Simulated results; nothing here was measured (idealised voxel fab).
voxel capacitor over wiring: a process module
For reference, the cross-section in this document is cut, with width 290 nm and square cells of 5 nm.
Cross-section format: a grid of square cells, given as bands from top to bottom; each band is one or more rows of cells.
Quick guide to a band line: top height, bottom height (nm) up front; then every material left to right with its width in nm. Only one material and it's marked "full width"? Then it fills the band edge to edge. And "air" just means empty space.
Note: height 0 marks the level under which the wafer is uniformly one material as received. Lowest band unbounded below, written "0..down".
You'd read "30..40" like this: the band's top row of cells is as wide as the first number, its bottom row is as wide as the second, and going down, every row changes width by the same amount as the row before did.
Basically "no alterations made" means that step didn't change any cell in the cross-section.
In "Enclosed void listing" the enclosed voids are listed, meaning empty spaces of 8 cells or larger without any opening to the top. The form is width x height at distance, distance from the left edge, units nm.
That trailing text on a step's line, after the settings, is the simulator's own remark on the step.
"overlay nm", when on a step's line for a step with a mask, measures how far to the right of its planned place the mask lay; a negative measure means to the left.
## plan
- 1: RECEIVE [material Si]
- 2: CONFORMAL_DEP [material SiO2] [thk nm 15]
- 3: DIRECTIONAL_DEP [material TiN] [thk nm 5]
- 4: DIRECTIONAL_DEP [material Ru] [thk nm 20]
- 5: DIRECTIONAL_DEP [material aC] [thk nm 15]
- 6: PATTERN [tone cover] [mask id METAL_1] [material resist] [width nm 30] [pitch nm 95] [thk nm 35] [overlay nm 0]
- 7: DIRECTIONAL_ETCH [etch materials aC] [depth nm 15]
- 8: STRIP [etch materials resist]
- 9: DIRECTIONAL_ETCH [etch materials Ru] [depth nm 20]
- 10: DIRECTIONAL_ETCH [etch materials TiN] [depth nm 5]
- 11: STRIP [etch materials aC]
- 12: FILL_DEP [material lowk] [thk nm 5]
- 13: CMP [height nm 40]
- 14: CONFORMAL_DEP [material SiCN] [thk nm 5]
- 15: DIRECTIONAL_DEP [material SiO2] [thk nm 15]
- 16: DIRECTIONAL_DEP [material aC] [thk nm 10]
- 17: PATTERN [tone open] [mask id PLUG_1] [material resist] [width nm 15] [thk nm 25] [overlay nm 0]
- 18: DIRECTIONAL_ETCH [etch materials aC] [depth nm 10]
- 19: STRIP [etch materials resist]
- 20: DIRECTIONAL_ETCH [etch materials SiO2] [depth nm 15]
- 21: DIRECTIONAL_ETCH [etch materials SiCN] [depth nm 5]
- 22: STRIP [etch materials aC]
- 23: CONFORMAL_DEP [material TiN] [thk nm 5]
- 24: FILL_DEP [material Cu] [thk nm 10]
- 25: CMP [height nm 60]
- 26: DIRECTIONAL_DEP [material TiN] [thk nm 10]
- 27: DIRECTIONAL_DEP [material Al2O3] [thk nm 5]
- 28: DIRECTIONAL_DEP [material TiN] [thk nm 10]
- 29: PATTERN [tone cover] [mask id UPPER_PLATE] [material resist] [width nm 70] [thk nm 15] [overlay nm 0]
- 30: DIRECTIONAL_ETCH [etch materials TiN] [depth nm 10]
- 31: DIRECTIONAL_ETCH [etch materials Al2O3] [depth nm 5]
- 32: STRIP [etch materials resist]
- 33: MASKED_ETCH [tone cover] [mask id LOWER_PLATE] [width nm 80] [etch materials TiN] [depth nm 10] [overlay nm 0]
- 34: FILL_DEP [material SiO2] [thk nm 20]
- 35: CMP [height nm 100]
- 36: MASKED_ETCH [tone open] [mask id PLUG_2] [width nm 15] [etch materials SiO2] [depth nm 15] [overlay nm 0]
- 37: CONFORMAL_DEP [material TiN] [thk nm 5]
- 38: FILL_DEP [material W] [thk nm 10]
- 39: CMP [height nm 100]
- 40: CONFORMAL_DEP [material SiN] [thk nm 5]
## This is the cross-section of the wafer as we received it, i.e. after step 1
> 0..down = Si full width
> Enclosed void listing: none
## First wafer of two, sectioned at end of module; run went per plan
> 105..100 = SiN full width
> 100..90 = 105 of SiO2, then 5 of TiN, then 5 of W, then 5 of TiN, then 170 of SiO2
> 90..85 = 105 of SiO2, then 15 of TiN, then 170 of SiO2
> 85..75 = 95 of SiO2, then 70 of TiN, then 125 of SiO2
> 75..70 = 95 of SiO2, then 70 of Al2O3, then 125 of SiO2
> 70..60 = 90 of SiO2, then 80 of TiN, then 120 of SiO2
> 60..45 = 95 of SiO2, then 5 of TiN, then 5 of Cu, then 5 of TiN, then 180 of SiO2
> 45..40 = 95 of SiCN, then 15 of TiN, then 180 of SiCN
> 40..20 = 80 of lowk, then 30 of Ru, then 65 of lowk, then 30 of Ru, then 85 of lowk
> 20..15 = 80 of lowk, then 30 of TiN, then 65 of lowk, then 30 of TiN, then 85 of lowk
> 15..0 = SiO2 full width
> 0..down = Si full width
> Enclosed void listing: none
## Wafer two, sectioned after the module: the first wafer's start, the first wafer's plan, and one mistake in how it was run
> 120..115 = SiN full width
> 115..105 = W full width
> 105..100 = 110 of TiN, then 5 of W, then 175 of TiN
> 100..90 = 105 of SiO2, then 5 of TiN, then 5 of W, then 5 of TiN, then 170 of SiO2
> 90..85 = 105 of SiO2, then 15 of TiN, then 170 of SiO2
> 85..75 = 95 of SiO2, then 70 of TiN, then 125 of SiO2
> 75..70 = 95 of SiO2, then 70 of Al2O3, then 125 of SiO2
> 70..60 = 90 of SiO2, then 80 of TiN, then 120 of SiO2
> 60..45 = 95 of SiO2, then 5 of TiN, then 5 of Cu, then 5 of TiN, then 180 of SiO2
> 45..40 = 95 of SiCN, then 15 of TiN, then 180 of SiCN
> 40..20 = 80 of lowk, then 30 of Ru, then 65 of lowk, then 30 of Ru, then 85 of lowk
> 20..15 = 80 of lowk, then 30 of TiN, then 65 of lowk, then 30 of TiN, then 85 of lowk
> 15..0 = SiO2 full width
> 0..down = Si full width
> Enclosed void listing: none
Deviation noted in wafer processing: step 39 of the plan never got run, it was skipped over
Final comparison by cell count, materials where the second wafer has more or fewer than the first: TiN +57; W +117
